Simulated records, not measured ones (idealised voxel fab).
Documented hereafter: the process module known as voxel capacitor over wiring.
Square cell edge 5 nm, section width 140 nm, ID cut.
Just so we're on the same page, the cross-sections are grids of square cells, and they're listed out in bands top to bottom, each band one or more rows deep. In this notation a band is specified by the heights of its top and bottom, in that order and in nm, after which its materials appear from left to right, each paired with its width in nm. The word "all across" attached to a single material means that material fills the band from edge to edge; the word "blank" stands for empty space. Counting heights begins at 0, where everything beneath is, in the wafer as received, one material. The lowest band has no bottom; it goes on downwards, as "top 0, no bottom" shows. A width such as "30 to 40" changes by the same amount from each row of cells to the next, from the band's top row to its bottom row. No cell of the cross-section changed in a step that is given as "all unchanged". For the entry "Enclosed void catalog", the listed items are empty spaces with no open way to the top whose size is 8 cells or more; each item follows the pattern width x height at distance, where distance is from the left edge and all three are in nm. On a step's line, text after the settings is the simulator commenting on that step. "overlay nm", when on a step's line for a step with a mask, measures how far to the right of its planned place the mask lay; a negative measure means to the left.

### Below is the list of planned process steps
- 1: RECEIVE (material Si)
- 2: CONFORMAL_DEP (material SiO2; thk nm 10)
- 3: CONFORMAL_DEP (material SiN; thk nm 5)
- 4: DIRECTIONAL_DEP (material lowk; thk nm 20)
- 5: MASKED_ETCH (tone open; mask id METAL_1; width nm 20; pitch nm 85; etch materials lowk; depth nm 20; overlay nm 0)
- 6: MASKED_ETCH (tone open; mask id METAL_1; width nm 20; pitch nm 85; etch materials SiN; depth nm 5; overlay nm 0)
- 7: CONFORMAL_DEP (material TiN; thk nm 5)
- 8: FILL_DEP (material Ru; thk nm 10)
- 9: CMP (height nm 35)
- 10: CONFORMAL_DEP (material SiCN; thk nm 5)
- 11: DIRECTIONAL_DEP (material SiO2; thk nm 10)
- 12: MASKED_ETCH (tone open; mask id PLUG_1; width nm 15; etch materials SiO2; depth nm 10; overlay nm 0)
- 13: MASKED_ETCH (tone open; mask id PLUG_1; width nm 15; etch materials SiCN; depth nm 5; overlay nm 0)
- 14: EPI (material Ru; thk nm 10)
- 15: EPI (material Ru; thk nm 5)
- 16: DIRECTIONAL_DEP (material TiN; thk nm 5)
- 17: DIRECTIONAL_DEP (material SiN; thk nm 5)
- 18: DIRECTIONAL_DEP (material TiN; thk nm 10)
- 19: DIRECTIONAL_DEP (material aC; thk nm 10)
- 20: PATTERN (tone cover; mask id UPPER_PLATE; material resist; width nm 70; thk nm 30; overlay nm 0)
- 21: DIRECTIONAL_ETCH (etch materials aC; depth nm 10)
- 22: STRIP (etch materials resist)
- 23: DIRECTIONAL_ETCH (etch materials TiN; depth nm 10)
- 24: DIRECTIONAL_ETCH (etch materials SiN; depth nm 5)
- 25: STRIP (etch materials aC)
- 26: DIRECTIONAL_DEP (material aC; thk nm 15)
- 27: PATTERN (tone cover; mask id LOWER_PLATE; material resist; width nm 80; thk nm 35; overlay nm 0)
- 28: DIRECTIONAL_ETCH (etch materials aC; depth nm 15)
- 29: STRIP (etch materials resist)
- 30: DIRECTIONAL_ETCH (etch materials TiN; depth nm 5)
- 31: STRIP (etch materials aC)
- 32: FILL_DEP (material SiO2; thk nm 15)
- 33: CMP (height nm 80)
- 34: PATTERN (tone open; mask id PLUG_2; material resist; width nm 15; thk nm 15; overlay nm 0)
- 35: DIRECTIONAL_ETCH (etch materials SiO2; depth nm 10)
- 36: STRIP (etch materials resist)
- 37: CONFORMAL_DEP (material TiN; thk nm 5)
- 38: FILL_DEP (material Cu; thk nm 10)
- 39: CMP (height nm 80)
- 40: CONFORMAL_DEP (material SiN; thk nm 5)

### As received (post step 1): cross-section
top 0, no bottom | Si all across
Enclosed void catalog: none

### The plan above was carried out on the starting structure above with one mistake, and this cross-section shows the wafer at the end of the module
top 85, bottom 80 | SiN all across
top 80, bottom 75 | SiO2 (30)  TiN (15)  SiO2 (95)
top 75, bottom 65 | SiO2 (20)  TiN (70)  SiO2 (50)
top 65, bottom 60 | SiO2 (15)  TiN (80)  SiO2 (45)
top 60, bottom 55 | SiN all across
top 55, bottom 50 | TiN all across
top 50, bottom 40 | SiO2 (20)  Ru (15)  SiO2 (105)
top 40, bottom 35 | SiCN (20)  Ru (15)  SiCN (105)
top 35, bottom 15 | lowk (15)  TiN (5)  Ru (10)  TiN (5)  lowk (65)  TiN (5)  Ru (10)  TiN (5)  lowk (20)
top 15, bottom 10 | SiN (15)  TiN (20)  SiN (65)  TiN (20)  SiN (20)
top 10, bottom 0 | SiO2 all across
top 0, no bottom | Si all across
Enclosed void catalog: none
Deviation noted in wafer processing: so step 18 ended up running with a different setting than we planned, it ran as DIRECTIONAL_DEP (material TiN; thk nm 15)
